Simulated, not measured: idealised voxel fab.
The document below concerns the process module designated voxel self aligned vias.
Square cells of 5 nm make up the cross-section cut, whose width is 245 nm.
When this document writes out a cross-section, it uses a grid of square cells and lists it as bands, beginning at the top and moving down, with a band standing for one or more rows of cells. Heights first: top, then bottom, in nm. Then materials, left to right, each with a width in nm. "all across" on a single material: fills the band edge to edge. "blank": empty space. It should be noted that heights are counted from 0, beneath which the wafer as supplied is of one material throughout, and that the lowest band possesses no lower boundary but continues downward, as written in "from 0 down". A width such as "30 to 40" changes by the same amount from each row of cells to the next, from the band's top row to its bottom row. "nothing different" (step): cross-section cells unchanged, all of them. Empty spaces without an open route to the top, at least 8 cells in extent, make up the entry "Encapsulated voids"; each is given as width x height at distance, where the distance is measured from the left edge, and all are in nm. Post-settings text on a step line: simulator's own remark regarding the step. What "overlay nm" on a step's line means: if the step has a mask, that mask lay this far to the right of its planned place, or, when the value is negative, to the left.
Listed below are the process steps as planned
| 1 | RECEIVE [material Si] |
| 2 | CONFORMAL_DEP [material SiO2] [thk nm 10] |
| 3 | CONFORMAL_DEP [material SiCN] [thk nm 5] |
| 4 | DIRECTIONAL_DEP [material SiO2] [thk nm 30] |
| 5 | PATTERN [tone open] [mask id LINES] [material resist] [width nm 30] [pitch nm 70] [thk nm 15] [overlay nm 0] |
| 6 | DIRECTIONAL_ETCH [etch materials SiO2] [depth nm 30] |
| 7 | STRIP [etch materials resist] |
| 8 | CONFORMAL_DEP [material TiN] [thk nm 5] |
| 9 | FILL_DEP [material Ru] [thk nm 5] |
| 10 | CMP [height nm 45] |
| 11 | SELECTIVE_ETCH [etch materials W Ru TiN] [depth nm 5] |
| 12 | FILL_DEP [material SiN] [thk nm 5] |
| 13 | CMP [height nm 45] |
| 14 | DIRECTIONAL_DEP [material SiO2] [thk nm 20] |
| 15 | DIRECTIONAL_DEP [material aC] [thk nm 15] |
| 16 | PATTERN [tone open] [mask id VIAS] [material resist] [width nm 50] [pitch nm 140] [thk nm 35] [overlay nm 0] |
| 17 | DIRECTIONAL_ETCH [etch materials aC] [depth nm 15] |
| 18 | STRIP [etch materials resist] |
| 19 | DIRECTIONAL_ETCH [etch materials SiO2] [depth nm 20] |
| 20 | DIRECTIONAL_ETCH [etch materials SiN] [depth nm 5] |
| 21 | STRIP [etch materials aC] |
| 22 | CONFORMAL_DEP [material TiN] [thk nm 5] |
| 23 | FILL_DEP [material W] [thk nm 5] |
| 24 | CMP [height nm 65] |
| 25 | CONFORMAL_DEP [material SiN] [thk nm 5] |
As-received state of the wafer in cross-section, equivalent to post-step 1
  from 0 down  Si all across
  Encapsulated voids: none
First of two wafers: cross-section at end of module, run per plan
  from 70 to 65  SiN all across
  from 65 to 50  SiO2=25; TiN=5; W=40; TiN=5; SiO2=90; TiN=5; W=40; TiN=5; SiO2=30
  from 50 to 45  SiO2=25; TiN=15; W=20; TiN=15; SiO2=90; TiN=15; W=20; TiN=15; SiO2=30
  from 45 to 40  SiO2=35; TiN=30; SiO2=40; SiN=30; SiO2=40; TiN=30; SiO2=40
  from 40 to 20  SiO2=35; TiN=5; Ru=20; TiN=5; SiO2=40; TiN=5; Ru=20; TiN=5; SiO2=40; TiN=5; Ru=20; TiN=5; SiO2=40
  from 20 to 15  SiO2=35; TiN=30; SiO2=40; TiN=30; SiO2=40; TiN=30; SiO2=40
  from 15 to 10  SiCN all across
  from 10 to 0  SiO2 all across
  from 0 down  Si all across
  Encapsulated voids: none
This is the second of the two wafers, cross-sectioned at the end of the module; it started exactly like the first and was given the same plan, but it was run with one mistake
  from 70 to 65  SiN all across
  from 65 to 50  SiO2=25; TiN=5; W=40; TiN=5; SiO2=90; TiN=5; W=40; TiN=5; SiO2=30
  from 50 to 45  SiO2=25; TiN=50; SiO2=90; TiN=50; SiO2=30
  from 45 to 40  SiN=25; TiN=10; SiO2=30; TiN=10; SiN=30; SiO2=30; SiN=30; TiN=10; SiO2=30; TiN=10; SiN=30
  from 40 to 20  Ru=30; TiN=5; SiO2=30; TiN=5; Ru=30; TiN=5; SiO2=30; TiN=5; Ru=30; TiN=5; SiO2=30; TiN=5; Ru=35
  from 20 to 15  TiN=35; SiO2=30; TiN=40; SiO2=30; TiN=40; SiO2=30; TiN=40
  from 15 to 10  SiCN all across
  from 10 to 0  SiO2 all across
  from 0 down  Si all across
  Encapsulated voids: none
Short version of what went wrong: step 5 ran as: PATTERN [tone cover] [mask id LINES] [material resist] [width nm 30] [pitch nm 70] [thk nm 15] [overlay nm 0]
Per the end-of-run cell counts, the second wafer holds more or fewer of some materials than the first: 52 more of Ru | 17 more of SiN | 78 fewer of SiO2 | 17 more of TiN | 8 fewer of W
